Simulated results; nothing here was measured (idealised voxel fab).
process module | voxel self aligned contacts
cross-section cut | 290 nm wide | cells 5 nm
A cross-section is a grid of square cells, given in bands from the top down. A band is one or more rows of cells.
Each band's line starts with the height of the band's top and of its bottom, in nm. Then come its materials from left to right, each with its width in nm. One material with "throughout" fills the band from edge to edge. "air" is empty space.
Height 0 is the level under which the wafer as received is all one material. The lowest band goes on downwards, as in "0 down".
A width such as "30 to 40" changes by the same amount from each row of cells to the next, from the band's top row to its bottom row.
"no change" after a step means that no cell of the cross-section changed.
closed voids: empty space of 8 cells or more with no open way to the top, each as width x height at its distance from the left edge, in nm
after a step's settings: what the simulator itself notes on the step
overlay nm, on a step with a mask: how far to the right of its planned place the mask lay; to the left if negative
plan
1 op RECEIVE | material Si
2 op CONFORMAL_DEP | material SiO2 | thk nm 5
3 op DIRECTIONAL_DEP | material polySi | thk nm 25
4 op DIRECTIONAL_DEP | material SiN | thk nm 20
5 op DIRECTIONAL_DEP | material aC | thk nm 15
6 op PATTERN | tone cover | mask id GATE | material resist | width nm 30 | pitch nm 75 | thk nm 30 | overlay nm 0
7 op DIRECTIONAL_ETCH | etch materials aC | depth nm 15
8 op STRIP | etch materials resist
9 op DIRECTIONAL_ETCH | etch materials SiN | depth nm 20
10 op DIRECTIONAL_ETCH | etch materials polySi | depth nm 25
11 op STRIP | etch materials aC
12 op CONFORMAL_DEP | material SiN | thk nm 10
13 op DIRECTIONAL_ETCH | etch materials SiN | depth nm 10
14 op FILL_DEP | material SiO2 | thk nm 10
15 op CMP | height nm 55
16 op MASKED_ETCH | tone open | mask id CONTACT | width nm 55 | pitch nm 75 | etch materials SiO2 | depth nm 55 | overlay nm 0
17 op CONFORMAL_DEP | material TiN | thk nm 5
18 op FILL_DEP | material W | thk nm 5
19 op CMP | height nm 55
20 op CONFORMAL_DEP | material SiN | thk nm 5
as received, after step 1
  0 down: Si throughout
  closed voids: none
a wafer at the end: this start, this plan, one mistake
  60 to 55: SiN throughout
  55 to 50: SiO2 90 | TiN 10 | W 15 | TiN 30 | SiO2 20 | TiN 10 | W 15 | TiN 30 | SiO2 70
  50 to 30: SiO2 45 | SiN 50 | TiN 5 | W 15 | TiN 5 | SiN 50 | TiN 5 | W 15 | TiN 5 | SiN 50 | SiO2 45
  30 to 5: SiO2 45 | SiN 10 | polySi 30 | SiN 10 | TiN 5 | W 15 | TiN 5 | SiN 10 | polySi 30 | SiN 10 | TiN 5 | W 15 | TiN 5 | SiN 10 | polySi 30 | SiN 10 | SiO2 45
  5 to 0: SiO2 95 | TiN 25 | SiO2 50 | TiN 25 | SiO2 95
  0 down: Si throughout
  closed voids: none
what went wrong: step 16 ran as: op MASKED_ETCH | tone open | mask id CONTACT | width nm 55 | pitch nm 75 | etch materials SiO2 | depth nm 55 | overlay nm 10
